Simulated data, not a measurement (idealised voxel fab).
Process module in this document: voxel released beams
Cross-section cut spans 170 nm and uses square cells 5 nm in size.
For the purposes of this document, a cross-section shall be understood as a grid of square cells, specified as bands listed in top-to-bottom order, each band consisting of one or more rows of cells.
It is stipulated that each band's entry specify, in nanometres, the height of the top of the band and then that of its bottom, followed by the materials of the band in left-to-right sequence, each together with its width in nanometres. A single material marked by the word "full width" is understood to fill the band from edge to edge; the word "empty" is understood to denote empty space.
Heads up on the height convention: 0 is the point under which the incoming wafer is all one material, and the lowest band has no bottom, it just keeps going down, like "z 0 and below".
The width entry "30->40" should be interpreted row by row: the top row of cells in the band takes the first number, the bottom row takes the second number, and the change between adjacent rows is uniform throughout.
"no alterations made" after a step means that no cell of the cross-section changed.
Heads up: "Sealed internal cavities" only lists the empty pockets with no open path to the top that are 8 cells or more, and it writes them as width x height at distance, distance from the left edge, in nm.
On a step's line, text after the settings is the simulator commenting on that step.
A step's line can hold "overlay nm"; with a mask on that step, the setting says how far right of the planned place the mask lay, while a negative setting says it lay to the left.

The process steps that were planned are listed below
- 1: RECEIVE, material Si
- 2: CONFORMAL_DEP, material Al2O3, thk nm 10
- 3: DIRECTIONAL_DEP, material SiO2, thk nm 20
- 4: PATTERN, tone open, mask id ANCHOR, material resist, width nm 30, thk nm 20, overlay nm 0
- 5: DIRECTIONAL_ETCH, etch materials SiO2, depth nm 20
- 6: STRIP, etch materials resist
- 7: CONFORMAL_DEP, material W, thk nm 10
- 8: PATTERN, tone cover, mask id BEAM, material resist, width nm 75, thk nm 15, overlay nm 0
- 9: DIRECTIONAL_ETCH, etch materials W, depth nm 10
- 10: STRIP, etch materials resist
- 11: STRIP, etch materials SiO2

Delivered wafer in cross-section: state after step 1
- z 0 and below = Si full width
- Sealed internal cavities: none

Final wafer profile in cross-section after the module, from the same start and plan as above, with one mistake made during processing
- z 40 to 30 = empty=40, then W=20, then empty=10, then W=55, then empty=45
- z 30 to 20 = empty=50, then W=10, then empty=10, then W=10, then empty=90
- z 20 to 10 = empty=50, then W=30, then empty=90
- z 10 to 0 = Al2O3 full width
- z 0 and below = Si full width
- Sealed internal cavities: none
The plan and the run diverged here: step 8 was not run as planned; what actually ran was PATTERN, tone cover, mask id BEAM, material resist, width nm 85, thk nm 15, overlay nm 0
